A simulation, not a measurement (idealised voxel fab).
Module name: voxel gate over fins (process module)
It is cross-section cut that appears here, measuring 220 nm in width, its square cells being 5 nm in size.
Format of a cross-section: grid, square cells. Given as bands. Order: top down. Band: one or more rows of cells.
Basically the band line says how high the top is and how high the bottom is, in nm, and then what's in it from left to right, every material with its width in nm. Empty space shows up as "blank", and if a single material carries "throughout" it runs the full band edge to edge.
Basically, 0 is our baseline, since under it the wafer straight out of the box is all one material. The bottom band has no lower end and keeps on going down, so it looks like "0 and below".
With a width like "30..40", each row of cells in the band differs from the next by the same amount, the top row carrying the first number and the bottom row the second.
The cross-section has no changed cell in any step marked "no change occurred".
"Closed-off voids": sealed empty spaces, 8 cells or more, no open way to top, listed width x height at distance, with distance from the left edge and width, height and distance in nm.
Past the settings on a step's line: simulator remark, on that step.
overlay nm: where the mask lay relative to plan, measured to the right, on steps with a mask; negatives go left.
**The steps planned for the process are as follows**
- 1: op RECEIVE | material Si
- 2: op CONFORMAL_DEP | material SiN | thk nm 10
- 3: op DIRECTIONAL_DEP | material aC | thk nm 15
- 4: op PATTERN | tone cover | mask id FINS | material resist | width nm 15 | pitch nm 45 | thk nm 30 | overlay nm 0
- 5: op DIRECTIONAL_ETCH | etch materials aC | depth nm 15
- 6: op STRIP | etch materials resist
- 7: op DIRECTIONAL_ETCH | etch materials SiN | depth nm 10
- 8: op DIRECTIONAL_ETCH | etch materials Si | depth nm 30
- 9: op STRIP | etch materials aC
- 10: op FILL_DEP | material SiO2 | thk nm 5
- 11: op CMP | height nm 10
- 12: op SELECTIVE_ETCH | etch materials SiO2 | depth nm 20
- 13: op STRIP | etch materials SiN
- 14: op CONFORMAL_DEP | material HfO2 | thk nm 5
- 15: op CONFORMAL_DEP | material TiN | thk nm 5
- 16: op FILL_DEP | material W | thk nm 10
- 17: op CMP | height nm 15
- 18: op CONFORMAL_DEP | material SiCN | thk nm 10
The value of width nm given for step 4 in the plan refers to the first wafer; the wafers vary in this setting and are alike at the start.
**Cross-section of the first of several wafers on receipt, reflecting completion of step 1**
0 and below | Si throughout
Closed-off voids: none
**So in this table every wafer gets its own row, and what you see is where it stands at the end of the module: for each material, how many cells it picked up (+) or gave up (-) since we received it, and after that its closed voids**
width nm 15, +56 HfO2, -210 Si, +88 SiCN, +140 SiO2, +56 TiN, +90 W, Closed-off voids: none
width nm 20, +56 HfO2, -192 Si, +88 SiCN, +128 SiO2, +56 TiN, +84 W, Closed-off voids: none
width nm 25, +56 HfO2, -174 Si, +88 SiCN, +116 SiO2, +56 TiN, +78 W, Closed-off voids: none
width nm 30, +56 HfO2, -156 Si, +88 SiCN, +104 SiO2, +52 TiN, +76 W, Closed-off voids: none
